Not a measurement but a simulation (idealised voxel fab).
process module | voxel ribs on slabs
cross-section cut | 230 nm wide | cells 5 nm
A cross-section is a grid of square cells, given in bands from the top down. A band is one or more rows of cells.
Each band's line starts with the height of the band's top and of its bottom, in nm. Then come its materials from left to right, each with its width in nm. One material with "throughout" fills the band from edge to edge. "air" is empty space.
Height 0 is the level under which the wafer as received is all one material. The lowest band goes on downwards, as in "0 down".
A width such as "30 to 40" changes by the same amount from each row of cells to the next, from the band's top row to its bottom row.
"no change" after a step means that no cell of the cross-section changed.
closed voids: empty space of 8 cells or more with no open way to the top, each as width x height at its distance from the left edge, in nm
after a step's settings: what the simulator itself notes on the step
overlay nm, on a step with a mask: how far to the right of its planned place the mask lay; to the left if negative
plan
1 op RECEIVE | material Si
2 op DIRECTIONAL_DEP | material SiO2 | thk nm 25
3 op DIRECTIONAL_DEP | material SiN | thk nm 20
4 op MASKED_ETCH | tone cover | mask id RIB | width nm 20 | etch materials SiN | depth nm 10 | overlay nm 0
5 op PATTERN | tone cover | mask id SLAB | material resist | width nm 80 | thk nm 15 | overlay nm 0
6 op DIRECTIONAL_ETCH | etch materials SiN | depth nm 10
7 op STRIP | etch materials resist
8 op FILL_DEP | material SiO2 | thk nm 30
9 op CMP | height nm 65
10 op DIRECTIONAL_DEP | material TiN | thk nm 5
11 op PATTERN | tone cover | mask id HEATER | material resist | width nm 30 | thk nm 20 | overlay nm 0
12 op DIRECTIONAL_ETCH | etch materials TiN | depth nm 5
13 op STRIP | etch materials resist
14 op CONFORMAL_DEP | material SiO2 | thk nm 10
first wafer, as planned
as received, after step 1
  0 down: Si throughout
  closed voids: none
after step 2
  25 to 0: SiO2 throughout
  below 0: unchanged
after step 3
  45 to 25: SiN throughout
  below 25: unchanged
after step 4
  45 to 35: air 105 | SiN 20 | air 105
  below 35: unchanged
after step 5
  60 to 45: air 75 | resist 80 | air 75
  45 to 35: air 75 | resist 30 | SiN 20 | resist 30 | air 75
  below 35: unchanged
after step 6
  60 to 45: air 75 | resist 80 | air 75
  45 to 35: air 75 | resist 30 | SiN 20 | resist 30 | air 75
  35 to 25: air 75 | SiN 80 | air 75
  below 25: unchanged
after step 7
  45 to 35: air 105 | SiN 20 | air 105
  below 35: unchanged
after step 8
  75 to 45: SiO2 throughout
  45 to 35: SiO2 105 | SiN 20 | SiO2 105
  35 to 25: SiO2 75 | SiN 80 | SiO2 75
  below 25: unchanged
after step 9
  65 to 45: SiO2 throughout
  below 45: unchanged
after step 10
  70 to 65: TiN throughout
  below 65: unchanged
after step 11
  90 to 70: air 100 | resist 30 | air 100
  below 70: unchanged
after step 12
  90 to 70: air 100 | resist 30 | air 100
  70 to 65: air 100 | TiN 30 | air 100
  below 65: unchanged
after step 13
  70 to 65: air 100 | TiN 30 | air 100
  below 65: unchanged
after step 14
  80 to 75: air 90 | SiO2 50 | air 90
  75 to 70: SiO2 throughout
  70 to 65: SiO2 100 | TiN 30 | SiO2 100
  below 65: unchanged
second wafer: like start, like plan, one mistake. Through step 3 it matches the first wafer
when step 4 should have ended
  45 to 35: air 100 | SiN 30 | air 100
  below 35: unchanged
when step 5 should have ended
  60 to 45: air 75 | resist 80 | air 75
  45 to 35: air 75 | resist 25 | SiN 30 | resist 25 | air 75
  below 35: unchanged
when step 6 should have ended
  60 to 45: air 75 | resist 80 | air 75
  45 to 35: air 75 | resist 25 | SiN 30 | resist 25 | air 75
  35 to 25: air 75 | SiN 80 | air 75
  below 25: unchanged
when step 7 should have ended
  45 to 35: air 100 | SiN 30 | air 100
  below 35: unchanged
when step 8 should have ended
  75 to 45: SiO2 throughout
  45 to 35: SiO2 100 | SiN 30 | SiO2 100
  35 to 25: SiO2 75 | SiN 80 | SiO2 75
  below 25: unchanged
when step 9 should have ended
  65 to 45: SiO2 throughout
  below 45: unchanged
when step 10 should have ended
  70 to 65: TiN throughout
  below 65: unchanged
when step 11 should have ended
  90 to 70: air 100 | resist 30 | air 100
  below 70: unchanged
when step 12 should have ended
  90 to 70: air 100 | resist 30 | air 100
  70 to 65: air 100 | TiN 30 | air 100
  below 65: unchanged
when step 13 should have ended
  70 to 65: air 100 | TiN 30 | air 100
  below 65: unchanged
when step 14 should have ended
  80 to 75: air 90 | SiO2 50 | air 90
  75 to 70: SiO2 throughout
  70 to 65: SiO2 100 | TiN 30 | SiO2 100
  below 65: unchanged
what went wrong: step 4 ran as: op MASKED_ETCH | tone cover | mask id RIB | width nm 30 | etch materials SiN | depth nm 10 | overlay nm 0
at the end the second wafer has, in cells: 4 more of SiN | 4 fewer of SiO2
